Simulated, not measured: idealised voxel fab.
voxel self aligned contacts: a process module
Section cut is 255 nm wide and gridded with 5 nm square cells.
When this document writes out a cross-section, it uses a grid of square cells and lists it as bands, beginning at the top and moving down, with a band standing for one or more rows of cells. Per band: top height and bottom height in nm, followed by the left-to-right materials and their widths in nm; "throughout" marks a single material spanning edge to edge, "empty" marks empty space. The level at which height equals 0 is the one under which the wafer, as it arrives, is entirely one material. No lower edge exists for the bottom band, which continues downward and is notated as in "0 -> down". The notation "30..40" denotes a width that varies across the rows of cells in the band, beginning at the first number in the top row, finishing at the second number in the bottom row, and changing by an identical amount from each row to the next. Key: "changes: none" - step with no changed cell in the cross-section. Empty spaces counting at least 8 cells and having no open way to the top are listed in "Non-vented voids". The notation width x height at distance is used for each, the distance being from the left edge and all three values in nm. Note: text after step settings on the step line = simulator remark on that step. overlay nm: where the mask lay relative to plan, measured to the right, on steps with a mask; negatives go left. Before/after cross-section pairs, one process step each; after shown to lowest changed band; step and settings beneath. Pairs may be from different runs of this module on the same starting wafer; a pair continues from the one above only where its "Before-step section" entry says so.
BEFORE-STEP SECTION
0 -> down = Si throughout
Non-vented voids: none
AFTER
5 -> 0 = SiO2 throughout
Anything lower than 0 is untouched.
Non-vented voids: none
As a process note, the step between the before and after cross-sections shown above is CONFORMAL_DEP, material SiO2, thk nm 5
Before-step section: per the after cross-section of the pair just above.
AFTER
30 -> 5 = polySi throughout
Anything lower than 5 is untouched.
Non-vented voids: none
As a process note, the step between the before and after cross-sections shown above is DIRECTIONAL_DEP, material polySi, thk nm 25
Before-step section: per the after cross-section of the pair just above.
AFTER
55 -> 30 = SiN throughout
Anything lower than 30 is untouched.
Non-vented voids: none
As a process note, the step between the before and after cross-sections shown above is DIRECTIONAL_DEP, material SiN, thk nm 25
Before-step section: per the after cross-section of the pair just above.
AFTER
70 -> 55 = empty=35, resist=35, empty=40, resist=35, empty=40, resist=35, empty=35
Anything lower than 55 is untouched.
Non-vented voids: none
As a process note, the step between the before and after cross-sections shown above is PATTERN, tone cover, mask id GATE, material resist, width nm 35, pitch nm 75, thk nm 15, overlay nm 0
Before-step section: per the after cross-section of the pair just above.
AFTER
70 -> 55 = empty=35, resist=35, empty=40, resist=35, empty=40, resist=35, empty=35
55 -> 30 = empty=35, SiN=35, empty=40, SiN=35, empty=40, SiN=35, empty=35
Anything lower than 30 is untouched.
Non-vented voids: none
As a process note, the step between the before and after cross-sections shown above is DIRECTIONAL_ETCH, etch materials SiN, depth nm 25
Before-step section: per the after cross-section of the pair just above.
AFTER
70 -> 55 = empty=35, resist=35, empty=40, resist=35, empty=40, resist=35, empty=35
55 -> 30 = empty=35, SiN=35, empty=40, SiN=35, empty=40, SiN=35, empty=35
30 -> 5 = empty=35, polySi=35, empty=40, polySi=35, empty=40, polySi=35, empty=35
Anything lower than 5 is untouched.
Non-vented voids: none
As a process note, the step between the before and after cross-sections shown above is DIRECTIONAL_ETCH, etch materials polySi, depth nm 25
Before-step section: per the after cross-section of the pair just above.
AFTER
55 -> 30 = empty=35, SiN=35, empty=40, SiN=35, empty=40, SiN=35, empty=35
Anything lower than 30 is untouched.
Non-vented voids: none
As a process note, the step between the before and after cross-sections shown above is STRIP, etch materials resist
Before-step section: per the after cross-section of the pair just above.
AFTER
65 -> 30 = empty=25, SiN=55, empty=20, SiN=55, empty=20, SiN=55, empty=25
30 -> 15 = empty=25, SiN=10, polySi=35, SiN=10, empty=20, SiN=10, polySi=35, SiN=10, empty=20, SiN=10, polySi=35, SiN=10, empty=25
15 -> 5 = SiN=35, polySi=35, SiN=40, polySi=35, SiN=40, polySi=35, SiN=35
Anything lower than 5 is untouched.
Non-vented voids: none
As a process note, the step between the before and after cross-sections shown above is CONFORMAL_DEP, material SiN, thk nm 10
Before-step section: per the after cross-section of the pair just above.
AFTER
55 -> 30 = empty=25, SiN=55, empty=20, SiN=55, empty=20, SiN=55, empty=25
30 -> 5 = empty=25, SiN=10, polySi=35, SiN=10, empty=20, SiN=10, polySi=35, SiN=10, empty=20, SiN=10, polySi=35, SiN=10, empty=25
Anything lower than 5 is untouched.
Non-vented voids: none
As a process note, the step between the before and after cross-sections shown above is DIRECTIONAL_ETCH, etch materials SiN, depth nm 10
Before-step section: per the after cross-section of the pair just above.
AFTER
70 -> 55 = SiO2 throughout
55 -> 30 = SiO2=25, SiN=55, SiO2=20, SiN=55, SiO2=20, SiN=55, SiO2=25
30 -> 5 = SiO2=25, SiN=10, polySi=35, SiN=10, SiO2=20, SiN=10, polySi=35, SiN=10, SiO2=20, SiN=10, polySi=35, SiN=10, SiO2=25
Anything lower than 5 is untouched.
Non-vented voids: none
As a process note, the step between the before and after cross-sections shown above is FILL_DEP, material SiO2, thk nm 15
Before-step section: per the after cross-section of the pair just above.
AFTER
65 -> 55 = SiO2 throughout
Anything lower than 55 is untouched.
Non-vented voids: none
As a process note, the step between the before and after cross-sections shown above is CMP, height nm 65
Before-step section: per the after cross-section of the pair just above.
AFTER
65 -> 55 = SiO2=65, empty=50, SiO2=25, empty=50, SiO2=65
55 -> 30 = SiO2=25, SiN=55, empty=20, SiN=55, empty=20, SiN=55, SiO2=25
30 -> 5 = SiO2=25, SiN=10, polySi=35, SiN=10, empty=20, SiN=10, polySi=35, SiN=10, empty=20, SiN=10, polySi=35, SiN=10, SiO2=25
5 -> 0 = SiO2=80, empty=20, SiO2=55, empty=20, SiO2=80
Anything lower than 0 is untouched.
Non-vented voids: none
As a process note, the step between the before and after cross-sections shown above is MASKED_ETCH, tone open, mask id CONTACT, width nm 50, pitch nm 75, etch materials SiO2, depth nm 65, overlay nm 0
Before-step section: per the after cross-section of the pair just above.
AFTER
70 -> 65 = TiN=70, empty=40, TiN=35, empty=40, TiN=70
65 -> 55 = SiO2=65, TiN=5..20, empty=40..10, TiN=5..20, SiO2=25, TiN=5..20, empty=40..10, TiN=5..20, SiO2=65
55 -> 30 = SiO2=25, SiN=55, TiN=5, empty=10, TiN=5, SiN=55, TiN=5, empty=10, TiN=5, SiN=55, SiO2=25
30 -> 5 = SiO2=25, SiN=10, polySi=35, SiN=10, TiN=5, empty=10, TiN=5, SiN=10, polySi=35, SiN=10, TiN=5, empty=10, TiN=5, SiN=10, polySi=35, SiN=10, SiO2=25
5 -> 0 = SiO2=80, TiN=20, SiO2=55, TiN=20, SiO2=80
Anything lower than 0 is untouched.
Non-vented voids: none
As a process note, the step between the before and after cross-sections shown above is CONFORMAL_DEP, material TiN, thk nm 5
Before-step section: per the after cross-section of the pair just above.
AFTER
80 -> 70 = Ru throughout
70 -> 65 = TiN=70, Ru=40, TiN=35, Ru=40, TiN=70
65 -> 55 = SiO2=65, TiN=5..20, Ru=40..10, TiN=5..20, SiO2=25, TiN=5..20, Ru=40..10, TiN=5..20, SiO2=65
55 -> 30 = SiO2=25, SiN=55, TiN=5, Ru=10, TiN=5, SiN=55, TiN=5, Ru=10, TiN=5, SiN=55, SiO2=25
30 -> 5 = SiO2=25, SiN=10, polySi=35, SiN=10, TiN=5, Ru=10, TiN=5, SiN=10, polySi=35, SiN=10, TiN=5, Ru=10, TiN=5, SiN=10, polySi=35, SiN=10, SiO2=25
Anything lower than 5 is untouched.
Non-vented voids: none
As a process note, the step between the before and after cross-sections shown above is FILL_DEP, material Ru, thk nm 10
Before-step section: per the after cross-section of the pair just above.
AFTER
65 -> 55 = SiO2=65, TiN=5..20, Ru=40..10, TiN=5..20, SiO2=25, TiN=5..20, Ru=40..10, TiN=5..20, SiO2=65
Anything lower than 55 is untouched.
Non-vented voids: none
As a process note, the step between the before and after cross-sections shown above is CMP, height nm 65
Before-step section: per the after cross-section of the pair just above.
AFTER
70 -> 65 = SiN throughout
Anything lower than 65 is untouched.
Non-vented voids: none
As a process note, the step between the before and after cross-sections shown above is CONFORMAL_DEP, material SiN, thk nm 5
BEFORE-STEP SECTION
80 -> 70 = Ru throughout
70 -> 65 = TiN=70, Ru=40, TiN=35, Ru=40, TiN=70
65 -> 55 = SiO2=65, TiN=5..20, Ru=40..10, TiN=5..20, SiO2=25, TiN=5..20, Ru=40..10, TiN=5..20, SiO2=65
55 -> 30 = SiO2=25, SiN=55, TiN=5, Ru=10, TiN=5, SiN=55, TiN=5, Ru=10, TiN=5, SiN=55, SiO2=25
30 -> 5 = SiO2=25, SiN=10, polySi=35, SiN=10, TiN=5, Ru=10, TiN=5, SiN=10, polySi=35, SiN=10, TiN=5, Ru=10, TiN=5, SiN=10, polySi=35, SiN=10, SiO2=25
5 -> 0 = SiO2=80, TiN=20, SiO2=55, TiN=20, SiO2=80
0 -> down = Si throughout
Non-vented voids: none
AFTER
85 -> 80 = SiN throughout
Anything lower than 80 is untouched.
Non-vented voids: none
As a process note, the step between the before and after cross-sections shown above is CONFORMAL_DEP, material SiN, thk nm 5
BEFORE-STEP SECTION
30 -> 5 = polySi throughout
5 -> 0 = SiO2 throughout
0 -> down = Si throughout
Non-vented voids: none
AFTER
55 -> 5 = polySi throughout
Anything lower than 5 is untouched.
Non-vented voids: none
As a process note, the step between the before and after cross-sections shown above is DIRECTIONAL_DEP, material polySi, thk nm 25
Before-step section: per the after cross-section of the pair just above.
AFTER
80 -> 55 = SiN throughout
Anything lower than 55 is untouched.
Non-vented voids: none
As a process note, the step between the before and after cross-sections shown above is DIRECTIONAL_DEP, material SiN, thk nm 25
Before-step section: per the after cross-section of the pair just above.
AFTER
95 -> 80 = empty=35, resist=35, empty=40, resist=35, empty=40, resist=35, empty=35
Anything lower than 80 is untouched.
Non-vented voids: none
As a process note, the step between the before and after cross-sections shown above is PATTERN, tone cover, mask id GATE, material resist, width nm 35, pitch nm 75, thk nm 15, overlay nm 0
Before-step section: per the after cross-section of the pair just above.
AFTER
95 -> 80 = empty=35, resist=35, empty=40, resist=35, empty=40, resist=35, empty=35
80 -> 55 = empty=35, SiN=35, empty=40, SiN=35, empty=40, SiN=35, empty=35
Anything lower than 55 is untouched.
Non-vented voids: none
As a process note, the step between the before and after cross-sections shown above is DIRECTIONAL_ETCH, etch materials SiN, depth nm 25
Before-step section: per the after cross-section of the pair just above.
AFTER
95 -> 80 = empty=35, resist=35, empty=40, resist=35, empty=40, resist=35, empty=35
80 -> 55 = empty=35, SiN=35, empty=40, SiN=35, empty=40, SiN=35, empty=35
55 -> 30 = empty=35, polySi=35, empty=40, polySi=35, empty=40, polySi=35, empty=35
Anything lower than 30 is untouched.
Non-vented voids: none
As a process note, the step between the before and after cross-sections shown above is DIRECTIONAL_ETCH, etch materials polySi, depth nm 25
Before-step section: per the after cross-section of the pair just above.
AFTER
80 -> 55 = empty=35, SiN=35, empty=40, SiN=35, empty=40, SiN=35, empty=35
Anything lower than 55 is untouched.
Non-vented voids: none
As a process note, the step between the before and after cross-sections shown above is STRIP, etch materials resist
Before-step section: per the after cross-section of the pair just above.
AFTER
90 -> 55 = empty=25, SiN=55, empty=20, SiN=55, empty=20, SiN=55, empty=25
55 -> 40 = empty=25, SiN=10, polySi=35, SiN=10, empty=20, SiN=10, polySi=35, SiN=10, empty=20, SiN=10, polySi=35, SiN=10, empty=25
40 -> 30 = SiN=35, polySi=35, SiN=40, polySi=35, SiN=40, polySi=35, SiN=35
Anything lower than 30 is untouched.
Non-vented voids: none
As a process note, the step between the before and after cross-sections shown above is CONFORMAL_DEP, material SiN, thk nm 10
Before-step section: per the after cross-section of the pair just above.
AFTER
80 -> 55 = empty=25, SiN=55, empty=20, SiN=55, empty=20, SiN=55, empty=25
55 -> 30 = empty=25, SiN=10, polySi=35, SiN=10, empty=20, SiN=10, polySi=35, SiN=10, empty=20, SiN=10, polySi=35, SiN=10, empty=25
Anything lower than 30 is untouched.
Non-vented voids: none
As a process note, the step between the before and after cross-sections shown above is DIRECTIONAL_ETCH, etch materials SiN, depth nm 10
Before-step section: per the after cross-section of the pair just above.
AFTER
95 -> 80 = SiO2 throughout
80 -> 55 = SiO2=25, SiN=55, SiO2=20, SiN=55, SiO2=20, SiN=55, SiO2=25
55 -> 30 = SiO2=25, SiN=10, polySi=35, SiN=10, SiO2=20, SiN=10, polySi=35, SiN=10, SiO2=20, SiN=10, polySi=35, SiN=10, SiO2=25
Anything lower than 30 is untouched.
Non-vented voids: none
As a process note, the step between the before and after cross-sections shown above is FILL_DEP, material SiO2, thk nm 15
Before-step section: per the after cross-section of the pair just above.
AFTER
65 -> 55 = SiO2=25, SiN=55, SiO2=20, SiN=55, SiO2=20, SiN=55, SiO2=25
Anything lower than 55 is untouched.
Non-vented voids: none
As a process note, the step between the before and after cross-sections shown above is CMP, height nm 65
Before-step section: per the after cross-section of the pair just above.
AFTER
65 -> 55 = SiO2=25, SiN=55, empty=20, SiN=55, empty=20, SiN=55, SiO2=25
55 -> 30 = SiO2=25, SiN=10, polySi=35, SiN=10, empty=20, SiN=10, polySi=35, SiN=10, empty=20, SiN=10, polySi=35, SiN=10, SiO2=25
Anything lower than 30 is untouched.
Non-vented voids: none
As a process note, the step between the before and after cross-sections shown above is MASKED_ETCH, tone open, mask id CONTACT, width nm 50, pitch nm 75, etch materials SiO2, depth nm 65, overlay nm 0
Before-step section: per the after cross-section of the pair just above.
AFTER
70 -> 65 = TiN=85, empty=10, TiN=65, empty=10, TiN=85
65 -> 55 = SiO2=25, SiN=55, TiN=5, empty=10, TiN=5, SiN=55, TiN=5, empty=10, TiN=5, SiN=55, SiO2=25
55 -> 35 = SiO2=25, SiN=10, polySi=35, SiN=10, TiN=5, empty=10, TiN=5, SiN=10, polySi=35, SiN=10, TiN=5, empty=10, TiN=5, SiN=10, polySi=35, SiN=10, SiO2=25
35 -> 30 = SiO2=25, SiN=10, polySi=35, SiN=10, TiN=20, SiN=10, polySi=35, SiN=10, TiN=20, SiN=10, polySi=35, SiN=10, SiO2=25
Anything lower than 30 is untouched.
Non-vented voids: none
As a process note, the step between the before and after cross-sections shown above is CONFORMAL_DEP, material TiN, thk nm 5
Before-step section: per the after cross-section of the pair just above.
AFTER
80 -> 70 = Ru throughout
70 -> 65 = TiN=85, Ru=10, TiN=65, Ru=10, TiN=85
65 -> 55 = SiO2=25, SiN=55, TiN=5, Ru=10, TiN=5, SiN=55, TiN=5, Ru=10, TiN=5, SiN=55, SiO2=25
55 -> 35 = SiO2=25, SiN=10, polySi=35, SiN=10, TiN=5, Ru=10, TiN=5, SiN=10, polySi=35, SiN=10, TiN=5, Ru=10, TiN=5, SiN=10, polySi=35, SiN=10, SiO2=25
Anything lower than 35 is untouched.
Non-vented voids: none
As a process note, the step between the before and after cross-sections shown above is FILL_DEP, material Ru, thk nm 10
Before-step section: per the after cross-section of the pair just above.
AFTER
65 -> 55 = SiO2=25, SiN=55, TiN=5, Ru=10, TiN=5, SiN=55, TiN=5, Ru=10, TiN=5, SiN=55, SiO2=25
Anything lower than 55 is untouched.
Non-vented voids: none
As a process note, the step between the before and after cross-sections shown above is CMP, height nm 65
Before-step section: per the after cross-section of the pair just above.
AFTER
70 -> 65 = SiN throughout
Anything lower than 65 is untouched.
Non-vented voids: none
As a process note, the step between the before and after cross-sections shown above is CONFORMAL_DEP, material SiN, thk nm 5
BEFORE-STEP SECTION
0 -> down = Si throughout
Non-vented voids: none
AFTER
25 -> 0 = polySi throughout
Anything lower than 0 is untouched.
Non-vented voids: none
As a process note, the step between the before and after cross-sections shown above is DIRECTIONAL_DEP, material polySi, thk nm 25
Before-step section: per the after cross-section of the pair just above.
AFTER
30 -> 25 = SiO2 throughout
Anything lower than 25 is untouched.
Non-vented voids: none
As a process note, the step between the before and after cross-sections shown above is CONFORMAL_DEP, material SiO2, thk nm 5
Before-step section: per the after cross-section of the pair just above.
AFTER
55 -> 30 = SiN throughout
Anything lower than 30 is untouched.
Non-vented voids: none
As a process note, the step between the before and after cross-sections shown above is DIRECTIONAL_DEP, material SiN, thk nm 25
Before-step section: per the after cross-section of the pair just above.
AFTER
70 -> 55 = empty=35, resist=35, empty=40, resist=35, empty=40, resist=35, empty=35
Anything lower than 55 is untouched.
Non-vented voids: none
As a process note, the step between the before and after cross-sections shown above is PATTERN, tone cover, mask id GATE, material resist, width nm 35, pitch nm 75, thk nm 15, overlay nm 0
Before-step section: per the after cross-section of the pair just above.
AFTER
70 -> 55 = empty=35, resist=35, empty=40, resist=35, empty=40, resist=35, empty=35
55 -> 30 = empty=35, SiN=35, empty=40, SiN=35, empty=40, SiN=35, empty=35
Anything lower than 30 is untouched.
Non-vented voids: none
As a process note, the step between the before and after cross-sections shown above is DIRECTIONAL_ETCH, etch materials SiN, depth nm 25
Before-step section: per the after cross-section of the pair just above.
AFTER
55 -> 30 = empty=35, SiN=35, empty=40, SiN=35, empty=40, SiN=35, empty=35
Anything lower than 30 is untouched.
Non-vented voids: none
As a process note, the step between the before and after cross-sections shown above is STRIP, etch materials resist
Before-step section: per the after cross-section of the pair just above.
AFTER
65 -> 40 = empty=25, SiN=55, empty=20, SiN=55, empty=20, SiN=55, empty=25
40 -> 30 = SiN throughout
Anything lower than 30 is untouched.
Non-vented voids: none
As a process note, the step between the before and after cross-sections shown above is CONFORMAL_DEP, material SiN, thk nm 10
Before-step section: per the after cross-section of the pair just above.
AFTER
55 -> 30 = empty=25, SiN=55, empty=20, SiN=55, empty=20, SiN=55, empty=25
Anything lower than 30 is untouched.
Non-vented voids: none
As a process note, the step between the before and after cross-sections shown above is DIRECTIONAL_ETCH, etch materials SiN, depth nm 10
Before-step section: per the after cross-section of the pair just above.
AFTER
70 -> 55 = SiO2 throughout
55 -> 30 = SiO2=25, SiN=55, SiO2=20, SiN=55, SiO2=20, SiN=55, SiO2=25
Anything lower than 30 is untouched.
Non-vented voids: none
As a process note, the step between the before and after cross-sections shown above is FILL_DEP, material SiO2, thk nm 15
Before-step section: per the after cross-section of the pair just above.
AFTER
65 -> 55 = SiO2 throughout
Anything lower than 55 is untouched.
Non-vented voids: none
As a process note, the step between the before and after cross-sections shown above is CMP, height nm 65
Before-step section: per the after cross-section of the pair just above.
AFTER
65 -> 55 = SiO2=65, empty=50, SiO2=25, empty=50, SiO2=65
55 -> 30 = SiO2=25, SiN=55, empty=20, SiN=55, empty=20, SiN=55, SiO2=25
30 -> 25 = SiO2=80, empty=20, SiO2=55, empty=20, SiO2=80
Anything lower than 25 is untouched.
Non-vented voids: none
As a process note, the step between the before and after cross-sections shown above is MASKED_ETCH, tone open, mask id CONTACT, width nm 50, pitch nm 75, etch materials SiO2, depth nm 65, overlay nm 0
Before-step section: per the after cross-section of the pair just above.
AFTER
70 -> 65 = TiN=70, empty=40, TiN=35, empty=40, TiN=70
65 -> 55 = SiO2=65, TiN=5..20, empty=40..10, TiN=5..20, SiO2=25, TiN=5..20, empty=40..10, TiN=5..20, SiO2=65
55 -> 30 = SiO2=25, SiN=55, TiN=5, empty=10, TiN=5, SiN=55, TiN=5, empty=10, TiN=5, SiN=55, SiO2=25
30 -> 25 = SiO2=80, TiN=20, SiO2=55, TiN=20, SiO2=80
Anything lower than 25 is untouched.
Non-vented voids: none
As a process note, the step between the before and after cross-sections shown above is CONFORMAL_DEP, material TiN, thk nm 5
Before-step section: per the after cross-section of the pair just above.
AFTER
80 -> 70 = Ru throughout
70 -> 65 = TiN=70, Ru=40, TiN=35, Ru=40, TiN=70
65 -> 55 = SiO2=65, TiN=5..20, Ru=40..10, TiN=5..20, SiO2=25, TiN=5..20, Ru=40..10, TiN=5..20, SiO2=65
55 -> 30 = SiO2=25, SiN=55, TiN=5, Ru=10, TiN=5, SiN=55, TiN=5, Ru=10, TiN=5, SiN=55, SiO2=25
Anything lower than 30 is untouched.
Non-vented voids: none
As a process note, the step between the before and after cross-sections shown above is FILL_DEP, material Ru, thk nm 10
Before-step section: per the after cross-section of the pair just above.
AFTER
65 -> 55 = SiO2=65, TiN=5..20, Ru=40..10, TiN=5..20, SiO2=25, TiN=5..20, Ru=40..10, TiN=5..20, SiO2=65
Anything lower than 55 is untouched.
Non-vented voids: none
As a process note, the step between the before and after cross-sections shown above is CMP, height nm 65
Before-step section: per the after cross-section of the pair just above.
AFTER
70 -> 65 = SiN throughout
Anything lower than 65 is untouched.
Non-vented voids: none
As a process note, the step between the before and after cross-sections shown above is CONFORMAL_DEP, material SiN, thk nm 5
BEFORE-STEP SECTION
65 -> 55 = SiO2 throughout
55 -> 30 = SiO2=25, SiN=55, SiO2=20, SiN=55, SiO2=20, SiN=55, SiO2=25
30 -> 5 = SiO2=25, SiN=10, polySi=35, SiN=10, SiO2=20, SiN=10, polySi=35, SiN=10, SiO2=20, SiN=10, polySi=35, SiN=10, SiO2=25
5 -> 0 = SiO2 throughout
0 -> down = Si throughout
Non-vented voids: none
AFTER
65 -> 55 = SiO2=65, empty=50, SiO2=25, empty=50, SiO2=65
55 -> 30 = SiO2=25, SiN=55, empty=20, SiN=55, empty=20, SiN=55, SiO2=25
30 -> 10 = SiO2=25, SiN=10, polySi=35, SiN=10, empty=20, SiN=10, polySi=35, SiN=10, empty=20, SiN=10, polySi=35, SiN=10, SiO2=25
Anything lower than 10 is untouched.
Non-vented voids: none
As a process note, the step between the before and after cross-sections shown above is MASKED_ETCH, tone open, mask id CONTACT, width nm 50, pitch nm 75, etch materials SiO2, depth nm 55, overlay nm 0
Before-step section: per the after cross-section of the pair just above.
AFTER
70 -> 65 = TiN=70, empty=40, TiN=35, empty=40, TiN=70
65 -> 55 = SiO2=65, TiN=5..20, empty=40..10, TiN=5..20, SiO2=25, TiN=5..20, empty=40..10, TiN=5..20, SiO2=65
55 -> 30 = SiO2=25, SiN=55, TiN=5, empty=10, TiN=5, SiN=55, TiN=5, empty=10, TiN=5, SiN=55, SiO2=25
30 -> 15 = SiO2=25, SiN=10, polySi=35, SiN=10, TiN=5, empty=10, TiN=5, SiN=10, polySi=35, SiN=10, TiN=5, empty=10, TiN=5, SiN=10, polySi=35, SiN=10, SiO2=25
15 -> 10 = SiO2=25, SiN=10, polySi=35, SiN=10, TiN=20, SiN=10, polySi=35, SiN=10, TiN=20, SiN=10, polySi=35, SiN=10, SiO2=25
Anything lower than 10 is untouched.
Non-vented voids: none
As a process note, the step between the before and after cross-sections shown above is CONFORMAL_DEP, material TiN, thk nm 5
Before-step section: per the after cross-section of the pair just above.
AFTER
80 -> 70 = Ru throughout
70 -> 65 = TiN=70, Ru=40, TiN=35, Ru=40, TiN=70
65 -> 55 = SiO2=65, TiN=5..20, Ru=40..10, TiN=5..20, SiO2=25, TiN=5..20, Ru=40..10, TiN=5..20, SiO2=65
55 -> 30 = SiO2=25, SiN=55, TiN=5, Ru=10, TiN=5, SiN=55, TiN=5, Ru=10, TiN=5, SiN=55, SiO2=25
30 -> 15 = SiO2=25, SiN=10, polySi=35, SiN=10, TiN=5, Ru=10, TiN=5, SiN=10, polySi=35, SiN=10, TiN=5, Ru=10, TiN=5, SiN=10, polySi=35, SiN=10, SiO2=25
Anything lower than 15 is untouched.
Non-vented voids: none
As a process note, the step between the before and after cross-sections shown above is FILL_DEP, material Ru, thk nm 10
Before-step section: per the after cross-section of the pair just above.
AFTER
65 -> 55 = SiO2=65, TiN=5..20, Ru=40..10, TiN=5..20, SiO2=25, TiN=5..20, Ru=40..10, TiN=5..20, SiO2=65
Anything lower than 55 is untouched.
Non-vented voids: none
As a process note, the step between the before and after cross-sections shown above is CMP, height nm 65
Before-step section: per the after cross-section of the pair just above.
AFTER
70 -> 65 = SiN throughout
Anything lower than 65 is untouched.
Non-vented voids: none
As a process note, the step between the before and after cross-sections shown above is CONFORMAL_DEP, material SiN, thk nm 5
BEFORE-STEP SECTION
55 -> 30 = SiN throughout
30 -> 5 = polySi throughout
5 -> 0 = SiO2 throughout
0 -> down = Si throughout
Non-vented voids: none
AFTER
70 -> 55 = empty=40, resist=30, empty=45, resist=30, empty=45, resist=30, empty=35
Anything lower than 55 is untouched.
Non-vented voids: none
As a process note, the step between the before and after cross-sections shown above is PATTERN, tone cover, mask id GATE, material resist, width nm 30, pitch nm 75, thk nm 15, overlay nm 0
Before-step section: per the after cross-section of the pair just above.
AFTER
70 -> 55 = empty=40, resist=30, empty=45, resist=30, empty=45, resist=30, empty=35
55 -> 30 = empty=40, SiN=30, empty=45, SiN=30, empty=45, SiN=30, empty=35
Anything lower than 30 is untouched.
Non-vented voids: none
As a process note, the step between the before and after cross-sections shown above is DIRECTIONAL_ETCH, etch materials SiN, depth nm 25
Before-step section: per the after cross-section of the pair just above.
AFTER
70 -> 55 = empty=40, resist=30, empty=45, resist=30, empty=45, resist=30, empty=35
55 -> 30 = empty=40, SiN=30, empty=45, SiN=30, empty=45, SiN=30, empty=35
30 -> 5 = empty=40, polySi=30, empty=45, polySi=30, empty=45, polySi=30, empty=35
Anything lower than 5 is untouched.
Non-vented voids: none
As a process note, the step between the before and after cross-sections shown above is DIRECTIONAL_ETCH, etch materials polySi, depth nm 25
Before-step section: per the after cross-section of the pair just above.
AFTER
55 -> 30 = empty=40, SiN=30, empty=45, SiN=30, empty=45, SiN=30, empty=35
Anything lower than 30 is untouched.
Non-vented voids: none
As a process note, the step between the before and after cross-sections shown above is STRIP, etch materials resist
Before-step section: per the after cross-section of the pair just above.
AFTER
65 -> 30 = empty=30, SiN=50, empty=25, SiN=50, empty=25, SiN=50, empty=25
30 -> 15 = empty=30, SiN=10, polySi=30, SiN=10, empty=25, SiN=10, polySi=30, SiN=10, empty=25, SiN=10, polySi=30, SiN=10, empty=25
15 -> 5 = SiN=40, polySi=30, SiN=45, polySi=30, SiN=45, polySi=30, SiN=35
Anything lower than 5 is untouched.
Non-vented voids: none
As a process note, the step between the before and after cross-sections shown above is CONFORMAL_DEP, material SiN, thk nm 10
Before-step section: per the after cross-section of the pair just above.
AFTER
55 -> 30 = empty=30, SiN=50, empty=25, SiN=50, empty=25, SiN=50, empty=25
30 -> 5 = empty=30, SiN=10, polySi=30, SiN=10, empty=25, SiN=10, polySi=30, SiN=10, empty=25, SiN=10, polySi=30, SiN=10, empty=25
Anything lower than 5 is untouched.
Non-vented voids: none
As a process note, the step between the before and after cross-sections shown above is DIRECTIONAL_ETCH, etch materials SiN, depth nm 10
Before-step section: per the after cross-section of the pair just above.
AFTER
70 -> 55 = SiO2 throughout
55 -> 30 = SiO2=30, SiN=50, SiO2=25, SiN=50, SiO2=25, SiN=50, SiO2=25
30 -> 5 = SiO2=30, SiN=10, polySi=30, SiN=10, SiO2=25, SiN=10, polySi=30, SiN=10, SiO2=25, SiN=10, polySi=30, SiN=10, SiO2=25
Anything lower than 5 is untouched.
Non-vented voids: none
As a process note, the step between the before and after cross-sections shown above is FILL_DEP, material SiO2, thk nm 15
Before-step section: per the after cross-section of the pair just above.
AFTER
65 -> 55 = SiO2 throughout
Anything lower than 55 is untouched.
Non-vented voids: none
As a process note, the step between the before and after cross-sections shown above is CMP, height nm 65
Before-step section: per the after cross-section of the pair just above.
AFTER
65 -> 55 = SiO2=65, empty=50, SiO2=25, empty=50, SiO2=65
55 -> 30 = SiO2=30, SiN=50, empty=25, SiN=50, empty=25, SiN=50, SiO2=25
30 -> 5 = SiO2=30, SiN=10, polySi=30, SiN=10, empty=25, SiN=10, polySi=30, SiN=10, empty=25, SiN=10, polySi=30, SiN=10, SiO2=25
5 -> 0 = SiO2=80, empty=25, SiO2=50, empty=25, SiO2=75
Anything lower than 0 is untouched.
Non-vented voids: none
As a process note, the step between the before and after cross-sections shown above is MASKED_ETCH, tone open, mask id CONTACT, width nm 50, pitch nm 75, etch materials SiO2, depth nm 65, overlay nm 0
Before-step section: per the after cross-section of the pair just above.
AFTER
70 -> 65 = TiN=70, empty=40, TiN=35, empty=40, TiN=70
65 -> 55 = SiO2=65, TiN=5..20, empty=40..15, TiN=5..15, SiO2=25, TiN=5..20, empty=40..15, TiN=5..15, SiO2=65
55 -> 30 = SiO2=30, SiN=50, TiN=5, empty=15, TiN=5, SiN=50, TiN=5, empty=15, TiN=5, SiN=50, SiO2=25
30 -> 5 = SiO2=30, SiN=10, polySi=30, SiN=10, TiN=5, empty=15, TiN=5, SiN=10, polySi=30, SiN=10, TiN=5, empty=15, TiN=5, SiN=10, polySi=30, SiN=10, SiO2=25
5 -> 0 = SiO2=80, TiN=25, SiO2=50, TiN=25, SiO2=75
Anything lower than 0 is untouched.
Non-vented voids: none
As a process note, the step between the before and after cross-sections shown above is CONFORMAL_DEP, material TiN, thk nm 5
Before-step section: per the after cross-section of the pair just above.
AFTER
80 -> 70 = Ru throughout
70 -> 65 = TiN=70, Ru=40, TiN=35, Ru=40, TiN=70
65 -> 55 = SiO2=65, TiN=5..20, Ru=40..15, TiN=5..15, SiO2=25, TiN=5..20, Ru=40..15, TiN=5..15, SiO2=65
55 -> 30 = SiO2=30, SiN=50, TiN=5, Ru=15, TiN=5, SiN=50, TiN=5, Ru=15, TiN=5, SiN=50, SiO2=25
30 -> 5 = SiO2=30, SiN=10, polySi=30, SiN=10, TiN=5, Ru=15, TiN=5, SiN=10, polySi=30, SiN=10, TiN=5, Ru=15, TiN=5, SiN=10, polySi=30, SiN=10, SiO2=25
Anything lower than 5 is untouched.
Non-vented voids: none
As a process note, the step between the before and after cross-sections shown above is FILL_DEP, material Ru, thk nm 10
Before-step section: per the after cross-section of the pair just above.
AFTER
65 -> 55 = SiO2=65, TiN=5..20, Ru=40..15, TiN=5..15, SiO2=25, TiN=5..20, Ru=40..15, TiN=5..15, SiO2=65
Anything lower than 55 is untouched.
Non-vented voids: none
As a process note, the step between the before and after cross-sections shown above is CMP, height nm 65
Before-step section: per the after cross-section of the pair just above.
AFTER
70 -> 65 = SiN throughout
Anything lower than 65 is untouched.
Non-vented voids: none
As a process note, the step between the before and after cross-sections shown above is CONFORMAL_DEP, material SiN, thk nm 5
